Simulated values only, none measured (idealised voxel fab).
The following process module bears the name voxel wiring stack.
245 nm wide, 5 nm square cells: that's cross-section cut.
We lay out every cross-section as a grid of square cells and spell it out in bands from the top down, where one band means one or more rows of cells. Band: top and bottom heights (nm) first, top before bottom; then materials from left to right, widths in nm. "throughout" marks a sole material filling the band edge to edge. "blank" denotes empty space. We count height from 0. Below that, the starting wafer is all one material. The lowest band never ends at the bottom but goes on down; see "0 nm and below" for how that is written. Top row gets the first number, bottom row gets the second, and each row in between changes by the same step: that is how a band width like "30->40" works. It should be understood that the words "nothing was modified", when stated for a given step, signify that the cross-section underwent no change in any of its cells during that step. "Voids, fully enclosed": sealed empty spaces, 8 cells or more, no open way to top, listed width x height at distance, with distance from the left edge and width, height and distance in nm. It should be noted that, on the line of a given step, the content following the step's settings is a remark produced by the simulator itself with respect to that step. A step line may carry the setting "overlay nm", which, for steps involving a mask, states the distance by which the mask lay to the right of its intended position; negative values denote displacement to the left.

**The process steps that were planned are listed below**
step 1: RECEIVE,material Si
step 2: CONFORMAL_DEP,material SiO2,thk nm 10
step 3: CONFORMAL_DEP,material SiN,thk nm 5
step 4: DIRECTIONAL_DEP,material SiO2,thk nm 20
step 5: DIRECTIONAL_DEP,material aC,thk nm 10
step 6: PATTERN,tone open,mask id METAL_1,material resist,width nm 30,pitch nm 55,thk nm 25,overlay nm 0
step 7: DIRECTIONAL_ETCH,etch materials aC,depth nm 10
step 8: STRIP,etch materials resist
step 9: DIRECTIONAL_ETCH,etch materials SiO2,depth nm 20
step 10: DIRECTIONAL_ETCH,etch materials SiN,depth nm 5
step 11: STRIP,etch materials aC
step 12: CONFORMAL_DEP,material TiN,thk nm 5
step 13: FILL_DEP,material Ru,thk nm 5
step 14: CMP,height nm 35
step 15: CONFORMAL_DEP,material SiCN,thk nm 5
step 16: DIRECTIONAL_DEP,material SiO2,thk nm 10
step 17: PATTERN,tone open,mask id PLUG_1,material resist,width nm 15,pitch nm 55,thk nm 15,overlay nm 0
step 18: DIRECTIONAL_ETCH,etch materials SiO2,depth nm 10
step 19: DIRECTIONAL_ETCH,etch materials SiCN,depth nm 5
step 20: STRIP,etch materials resist
step 21: EPI,material Ru,thk nm 10
step 22: EPI,material Ru,thk nm 5
step 23: DIRECTIONAL_DEP,material TiN,thk nm 5
step 24: DIRECTIONAL_DEP,material W,thk nm 25
step 25: MASKED_ETCH,tone cover,mask id METAL_2,width nm 30,pitch nm 55,etch materials W,depth nm 25,overlay nm 0
step 26: MASKED_ETCH,tone cover,mask id METAL_2,width nm 30,pitch nm 55,etch materials TiN,depth nm 5,overlay nm 0
step 27: CONFORMAL_DEP,material SiN,thk nm 5
step 28: FILL_DEP,material lowk,thk nm 5
step 29: CMP,height nm 80
step 30: CONFORMAL_DEP,material SiCN,thk nm 5
step 31: DIRECTIONAL_DEP,material SiO2,thk nm 10
step 32: MASKED_ETCH,tone open,mask id PLUG_2,width nm 15,pitch nm 55,etch materials SiO2,depth nm 10,overlay nm 0
step 33: MASKED_ETCH,tone open,mask id PLUG_2,width nm 15,pitch nm 55,etch materials SiCN,depth nm 5,overlay nm 0
step 34: EPI,material Ru,thk nm 10
step 35: EPI,material Ru,thk nm 5
step 36: CONFORMAL_DEP,material SiCN,thk nm 5
step 37: DIRECTIONAL_DEP,material lowk,thk nm 25
step 38: MASKED_ETCH,tone open,mask id METAL_3,width nm 30,pitch nm 55,etch materials lowk,depth nm 25,overlay nm 0
step 39: MASKED_ETCH,tone open,mask id METAL_3,width nm 30,pitch nm 55,etch materials SiCN,depth nm 5,overlay nm 0
step 40: CONFORMAL_DEP,material TiN,thk nm 5
step 41: FILL_DEP,material W,thk nm 10
step 42: CMP,height nm 125
step 43: CONFORMAL_DEP,material SiCN,thk nm 5

**as received, after step 1**
  0 nm and below: Si throughout
  Voids, fully enclosed: none

**Module complete, cross-section. Starting point and plan per above. One mistake made in running the module**
  130 nm to 125 nm: SiCN throughout
  125 nm to 100 nm: lowk (80)  TiN (5)  W (20)  TiN (5)  lowk (25)  TiN (5)  W (20)  TiN (5)  lowk (80)
  100 nm to 95 nm: SiCN (80)  TiN (30)  SiCN (25)  TiN (30)  SiCN (80)
  95 nm to 85 nm: SiO2 (70)  Ru (15)  SiO2 (40)  Ru (15)  SiO2 (105)
  85 nm to 80 nm: SiCN (80)  Ru (5)  SiCN (50)  Ru (5)  SiCN (105)
  80 nm to 55 nm: lowk (75)  SiN (5)  W (30)  SiN (5)  lowk (15)  SiN (5)  W (30)  SiN (5)  lowk (75)
  55 nm to 50 nm: SiN (80)  TiN (30)  SiN (25)  TiN (30)  SiN (80)
  50 nm to 40 nm: SiO2 (80)  Ru (15)  SiO2 (40)  Ru (15)  SiO2 (95)
  40 nm to 35 nm: SiCN (80)  Ru (15)  SiCN (40)  Ru (15)  SiCN (95)
  35 nm to 15 nm: SiO2 (80)  TiN (5)  Ru (20)  TiN (5)  SiO2 (25)  TiN (5)  Ru (20)  TiN (5)  SiO2 (80)
  15 nm to 10 nm: SiN (80)  TiN (30)  SiN (25)  TiN (30)  SiN (80)
  10 nm to 0 nm: SiO2 throughout
  0 nm and below: Si throughout
  Voids, fully enclosed: none
What was the processing mistake? contrary to plan, step 32 was performed as MASKED_ETCH,tone open,mask id PLUG_2,width nm 15,pitch nm 55,etch materials SiO2,depth nm 10,overlay nm -10
